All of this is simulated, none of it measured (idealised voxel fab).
Process module, titled voxel ribs on slabs
230 nm wide, 5 nm square cells: that's cross-section cut.
Bands, listed from the top down, are how a cross-section gets written in this document; the cross-section itself is a grid of square cells, and a band is one or more rows of them. Band: top and bottom heights (nm) first, top before bottom; then materials from left to right, widths in nm. "edge to edge" marks a sole material filling the band edge to edge. "air" denotes empty space. Height datum 0, below which the as-received substrate wafer is one material. Lowest band open at the bottom, running downward: "0 -> down". A width such as "30..40" changes by the same amount from each row of cells to the next, from the band's top row to its bottom row. It should be understood that the words "left unchanged", when stated for a given step, signify that the cross-section underwent no change in any of its cells during that step. Entry "Enclosed void inventory". Content: empty spaces with no open connection to the top, size 8 cells or greater. Each: width x height at distance. Distance: from left edge. Unit: nm. On a step's line, text after the settings is the simulator commenting on that step. "overlay nm" denotes, for a step that has a mask, the displacement of the mask to the right of its planned place, with negative values corresponding to the left.
List of planned process steps:
- 1: RECEIVE [material Si]
- 2: DIRECTIONAL_DEP [material SiO2] [thk nm 20]
- 3: DIRECTIONAL_DEP [material polySi] [thk nm 25]
- 4: MASKED_ETCH [tone cover] [mask id RIB] [width nm 20] [etch materials polySi] [depth nm 20] [overlay nm 0]
- 5: DIRECTIONAL_DEP [material aC] [thk nm 15]
- 6: PATTERN [tone cover] [mask id SLAB] [material resist] [width nm 70] [thk nm 35] [overlay nm 0]
- 7: DIRECTIONAL_ETCH [etch materials aC] [depth nm 15]
- 8: STRIP [etch materials resist]
- 9: DIRECTIONAL_ETCH [etch materials polySi] [depth nm 5]
- 10: STRIP [etch materials aC]
- 11: FILL_DEP [material SiO2] [thk nm 20]
- 12: CMP [height nm 55]
- 13: DIRECTIONAL_DEP [material W] [thk nm 10]
- 14: DIRECTIONAL_DEP [material aC] [thk nm 10]
- 15: PATTERN [tone cover] [mask id HEATER] [material resist] [width nm 30] [thk nm 30] [overlay nm 0]
- 16: DIRECTIONAL_ETCH [etch materials aC] [depth nm 10]
- 17: STRIP [etch materials resist]
- 18: DIRECTIONAL_ETCH [etch materials W] [depth nm 10]
- 19: STRIP [etch materials aC]
- 20: CONFORMAL_DEP [material SiO2] [thk nm 5]
Wafer at receipt (post step 1), cross-section:
  0 -> down | Si edge to edge
  Enclosed void inventory: none
End state of the module in cross-section, given the above starting point and plan and one mistake in execution:
  70 -> 65 | SiO2=105, then air=20, then SiO2=105
  65 -> 60 | W=100, then SiO2=5, then air=20, then SiO2=5, then W=100
  60 -> 55 | W=100, then SiO2=30, then W=100
  55 -> 45 | SiO2 edge to edge
  45 -> 25 | SiO2=105, then polySi=20, then SiO2=105
  25 -> 20 | SiO2=80, then polySi=70, then SiO2=80
  20 -> 0 | SiO2 edge to edge
  0 -> down | Si edge to edge
  Enclosed void inventory: none
Plan not followed: it should be noted that step 15 was executed with settings other than those planned, the operation and settings actually applied being PATTERN [tone open] [mask id HEATER] [material resist] [width nm 30] [thk nm 30] [overlay nm 0]
